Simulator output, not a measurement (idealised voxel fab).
process module | voxel released beams
cross-section cut | 240 nm wide | cells 5 nm
A cross-section is a grid of square cells, given in bands from the top down. A band is one or more rows of cells.
Each band's line starts with the height of the band's top and of its bottom, in nm. Then come its materials from left to right, each with its width in nm. One material with "throughout" fills the band from edge to edge. "air" is empty space.
Height 0 is the level under which the wafer as received is all one material. The lowest band goes on downwards, as in "0 down".
A width such as "30 to 40" changes by the same amount from each row of cells to the next, from the band's top row to its bottom row.
"no change" after a step means that no cell of the cross-section changed.
closed voids: empty space of 8 cells or more with no open way to the top, each as width x height at its distance from the left edge, in nm
after a step's settings: what the simulator itself notes on the step
overlay nm, on a step with a mask: how far to the right of its planned place the mask lay; to the left if negative
plan
1 op RECEIVE | material Si
2 op CONFORMAL_DEP | material SiN | thk nm 10
3 op DIRECTIONAL_DEP | material SiO2 | thk nm 10
4 op PATTERN | tone open | mask id ANCHOR | material resist | width nm 45 | thk nm 20 | overlay nm 0
5 op DIRECTIONAL_ETCH | etch materials SiO2 | depth nm 10
6 op STRIP | etch materials resist
7 op CONFORMAL_DEP | material W | thk nm 15
8 op MASKED_ETCH | tone cover | mask id BEAM | width nm 105 | etch materials W | depth nm 15 | overlay nm 0
9 op STRIP | etch materials SiO2
first wafer, as planned
as received, after step 1
  0 down: Si throughout
  closed voids: none
after step 2
  10 to 0: SiN throughout
  below 0: unchanged
after step 3
  20 to 10: SiO2 throughout
  below 10: unchanged
after step 4
  40 to 20: resist 70 | air 45 | resist 125
  below 20: unchanged
after step 5
  40 to 20: resist 70 | air 45 | resist 125
  20 to 10: SiO2 70 | air 45 | SiO2 125
  below 10: unchanged
after step 6
  20 to 10: SiO2 70 | air 45 | SiO2 125
  below 10: unchanged
after step 7
  35 to 25: W 85 | air 15 | W 140
  25 to 20: W throughout
  20 to 10: SiO2 70 | W 45 | SiO2 125
  below 10: unchanged
after step 8
  35 to 25: air 65 | W 20 | air 15 | W 70 | air 70
  25 to 20: air 65 | W 105 | air 70
  below 20: unchanged
after step 9
  35 to 25: air 65 | W 20 | air 15 | W 70 | air 70
  25 to 20: air 65 | W 105 | air 70
  20 to 10: air 70 | W 45 | air 125
  below 10: unchanged
second wafer: like start, like plan, one mistake. Through step 6 it matches the first wafer
when step 7 should have ended
  35 to 25: SiN 85 | air 15 | SiN 140
  25 to 20: SiN throughout
  20 to 10: SiO2 70 | SiN 45 | SiO2 125
  below 10: unchanged
when step 8 should have ended: no change
when step 9 should have ended: no change
what went wrong: step 7 ran as: op CONFORMAL_DEP | material SiN | thk nm 15
at the end the second wafer has, in cells: 156 more of SiN | 78 more of SiO2 | 75 fewer of W
